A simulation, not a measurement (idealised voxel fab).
process module | voxel transistor to metal
cross-section cut | 205 nm wide | cells 5 nm
A cross-section is a grid of square cells, given in bands from the top down. A band is one or more rows of cells.
Each band's line starts with the height of the band's top and of its bottom, in nm. Then come its materials from left to right, each with its width in nm. One material with "throughout" fills the band from edge to edge. "air" is empty space.
Height 0 is the level under which the wafer as received is all one material. The lowest band goes on downwards, as in "0 down".
A width such as "30 to 40" changes by the same amount from each row of cells to the next, from the band's top row to its bottom row.
"no change" after a step means that no cell of the cross-section changed.
closed voids: empty space of 8 cells or more with no open way to the top, each as width x height at its distance from the left edge, in nm
after a step's settings: what the simulator itself notes on the step
overlay nm, on a step with a mask: how far to the right of its planned place the mask lay; to the left if negative
plan
1 op RECEIVE | material Si
2 op CONFORMAL_DEP | material SiO2 | thk nm 5
3 op CONFORMAL_DEP | material SiN | thk nm 10
4 op MASKED_ETCH | tone cover | mask id ACTIVE | width nm 110 | etch materials SiN | depth nm 10 | overlay nm 0
5 op MASKED_ETCH | tone cover | mask id ACTIVE | width nm 110 | etch materials SiO2 | depth nm 5 | overlay nm 0
6 op MASKED_ETCH | tone cover | mask id ACTIVE | width nm 110 | etch materials Si | depth nm 25 | overlay nm 0
7 op FILL_DEP | material SiO2 | thk nm 15
8 op CMP | height nm 15
9 op SELECTIVE_ETCH | etch materials SiO2 | depth nm 5
10 op STRIP | etch materials SiN
11 op SELECTIVE_ETCH | etch materials SiO2 | depth nm 5
12 op OXIDIZE | depth nm 5
13 op DIRECTIONAL_DEP | material polySi | thk nm 20
14 op DIRECTIONAL_DEP | material SiCN | thk nm 10
15 op MASKED_ETCH | tone cover | mask id GATE | width nm 20 | etch materials SiCN | depth nm 20 | overlay nm 0
16 op MASKED_ETCH | tone cover | mask id GATE | width nm 20 | etch materials polySi | depth nm 30 | overlay nm -10
17 op CONFORMAL_DEP | material SiN | thk nm 10
18 op DIRECTIONAL_ETCH | etch materials SiN | depth nm 10
19 op DIRECTIONAL_ETCH | etch materials SiO2 | depth nm 5
20 op DIRECTIONAL_ETCH | etch materials Si | depth nm 5
21 op EPI | material SiGe | thk nm 5
22 op FILL_DEP | material SiO2 | thk nm 5
23 op CMP | height nm 30
24 op DIRECTIONAL_DEP | material SiO2 | thk nm 15
25 op PATTERN | tone open | mask id CONTACT | material resist | width nm 20 | pitch nm 80 | thk nm 15 | overlay nm 0
26 op DIRECTIONAL_ETCH | etch materials SiO2 | depth nm 50
27 op STRIP | etch materials resist
28 op CONFORMAL_DEP | material TiN | thk nm 5
29 op FILL_DEP | material W | thk nm 5
30 op CMP | height nm 45
31 op CONFORMAL_DEP | material SiCN | thk nm 5
32 op DIRECTIONAL_DEP | material lowk | thk nm 25
33 op MASKED_ETCH | tone open | mask id METAL_1 | width nm 20 | pitch nm 80 | etch materials lowk | depth nm 25 | overlay nm 0
34 op MASKED_ETCH | tone open | mask id METAL_1 | width nm 20 | pitch nm 80 | etch materials SiCN | depth nm 5 | overlay nm 0
35 op CONFORMAL_DEP | material TiN | thk nm 5
36 op FILL_DEP | material Cu | thk nm 10
37 op CMP | height nm 75
38 op CONFORMAL_DEP | material SiCN | thk nm 5
39 op DIRECTIONAL_DEP | material SiO2 | thk nm 30
40 op MASKED_ETCH | tone open | mask id METAL_2 | width nm 20 | pitch nm 80 | etch materials SiO2 | depth nm 15 | overlay nm 0
41 op MASKED_ETCH | tone open | mask id METAL_2_HOLES | width nm 15 | pitch nm 80 | etch materials SiO2 | depth nm 15 | overlay nm 0
42 op MASKED_ETCH | tone open | mask id METAL_2_HOLES | width nm 15 | pitch nm 80 | etch materials SiCN | depth nm 5 | overlay nm 0
43 op CONFORMAL_DEP | material TiN | thk nm 5
44 op FILL_DEP | material Cu | thk nm 10
45 op CMP | height nm 110
46 op CONFORMAL_DEP | material SiCN | thk nm 5
varied across the wafers: overlay nm of step 16. The plan shows the first wafer's value. All wafers start alike
first wafer as received, after step 1
  0 down: Si throughout
  closed voids: none
first wafer at the end, after step 46
  115 to 110: SiCN throughout
  110 to 100: SiO2 50 | TiN 5 | Cu 10 | TiN 5 | SiO2 60 | TiN 5 | Cu 10 | TiN 5 | SiO2 55
  100 to 95: SiO2 50 | TiN 5 | Cu 5 | TiN 10 | SiO2 60 | TiN 5 | Cu 5 | TiN 10 | SiO2 55
  95 to 80: SiO2 50 | TiN 5 | Cu 5 | TiN 5 | SiO2 65 | TiN 5 | Cu 5 | TiN 5 | SiO2 60
  80 to 75: SiCN 50 | TiN 15 | SiCN 65 | TiN 15 | SiCN 60
  75 to 50: lowk 50 | TiN 5 | Cu 10 | TiN 5 | lowk 60 | TiN 5 | Cu 10 | TiN 5 | lowk 55
  50 to 45: SiCN 50 | TiN 20 | SiCN 60 | TiN 20 | SiCN 55
  45 to 30: SiO2 50 | TiN 5 | W 10 | TiN 5 | SiO2 60 | TiN 5 | W 10 | TiN 5 | SiO2 55
  30 to 20: SiO2 50 | TiN 5 | W 10 | TiN 5 | SiO2 10 | SiN 10 | SiCN 20 | SiN 10 | SiO2 10 | TiN 5 | W 10 | TiN 5 | SiO2 55
  20 to 5: SiO2 50 | TiN 5 | W 10 | TiN 5 | SiN 10 | polySi 30 | SiN 10 | SiO2 10 | TiN 5 | W 10 | TiN 5 | SiO2 55
  5 to 0: SiO2 40 | SiN 10 | TiN 20 | SiN 10 | polySi 30 | SiN 10 | SiO2 10 | TiN 5 | W 5 | TiN 10 | SiN 10 | SiO2 45
  0 to -5: SiO2 50 | SiGe 5 | TiN 10 | SiGe 5 | SiO2 50 | SiGe 5 | SiO2 5 | TiN 15 | SiGe 5 | SiO2 55
  -5 to -10: SiO2 45 | Si 5 | SiGe 20 | Si 50 | SiGe 30 | Si 5 | SiO2 50
  -10 to -25: SiO2 45 | Si 110 | SiO2 50
  -25 down: Si throughout
  closed voids: none
last wafer at the end
  115 to 110: SiCN throughout
  110 to 100: SiO2 50 | TiN 5 | Cu 10 | TiN 5 | SiO2 60 | TiN 5 | Cu 10 | TiN 5 | SiO2 55
  100 to 95: SiO2 50 | TiN 5 | Cu 5 | TiN 10 | SiO2 60 | TiN 5 | Cu 5 | TiN 10 | SiO2 55
  95 to 80: SiO2 50 | TiN 5 | Cu 5 | TiN 5 | SiO2 65 | TiN 5 | Cu 5 | TiN 5 | SiO2 60
  80 to 75: SiCN 50 | TiN 15 | SiCN 65 | TiN 15 | SiCN 60
  75 to 50: lowk 50 | TiN 5 | Cu 10 | TiN 5 | lowk 60 | TiN 5 | Cu 10 | TiN 5 | lowk 55
  50 to 45: SiCN 50 | TiN 20 | SiCN 60 | TiN 20 | SiCN 55
  45 to 30: SiO2 50 | TiN 5 | W 10 | TiN 5 | SiO2 60 | TiN 5 | W 10 | TiN 5 | SiO2 55
  30 to 20: SiO2 50 | TiN 5 | W 10 | TiN 5 | SiO2 10 | SiN 10 | SiCN 20 | SiN 10 | SiO2 10 | TiN 5 | W 10 | TiN 5 | SiO2 55
  20 to 5: SiO2 50 | TiN 5 | W 10 | TiN 5 | SiO2 10 | SiN 10 | polySi 30 | SiN 10 | TiN 5 | W 10 | TiN 5 | SiO2 55
  5 to 0: SiO2 40 | SiN 10 | TiN 10 | W 5 | TiN 5 | SiO2 10 | SiN 10 | polySi 30 | SiN 10 | TiN 20 | SiN 10 | SiO2 45
  0 to -5: SiO2 50 | SiGe 5 | TiN 15 | SiO2 5 | SiGe 5 | SiO2 50 | SiGe 5 | TiN 10 | SiGe 5 | SiO2 55
  -5 to -10: SiO2 45 | Si 5 | SiGe 30 | Si 50 | SiGe 20 | Si 5 | SiO2 50
  -10 to -25: SiO2 45 | Si 110 | SiO2 50
  -25 down: Si throughout
  closed voids: none
each wafer at the end: cells of each material gained (+) or lost (-) since it was received, then its closed voids
overlay nm -10 | +36 Cu | -127 Si | +117 SiCN | +14 SiGe | +28 SiN | +549 SiO2 | +104 TiN | +33 W | +165 lowk | +24 polySi | closed voids: none
overlay nm -5 | +36 Cu | -128 Si | +117 SiCN | +15 SiGe | +28 SiN | +552 SiO2 | +104 TiN | +34 W | +165 lowk | +20 polySi | closed voids: none
overlay nm 0 | +36 Cu | -129 Si | +117 SiCN | +16 SiGe | +28 SiN | +556 SiO2 | +104 TiN | +34 W | +165 lowk | +16 polySi | closed voids: none
overlay nm 5 | +36 Cu | -128 Si | +117 SiCN | +15 SiGe | +28 SiN | +552 SiO2 | +104 TiN | +34 W | +165 lowk | +20 polySi | closed voids: none
overlay nm 10 | +36 Cu | -127 Si | +117 SiCN | +14 SiGe | +28 SiN | +549 SiO2 | +104 TiN | +33 W | +165 lowk | +24 polySi | closed voids: none
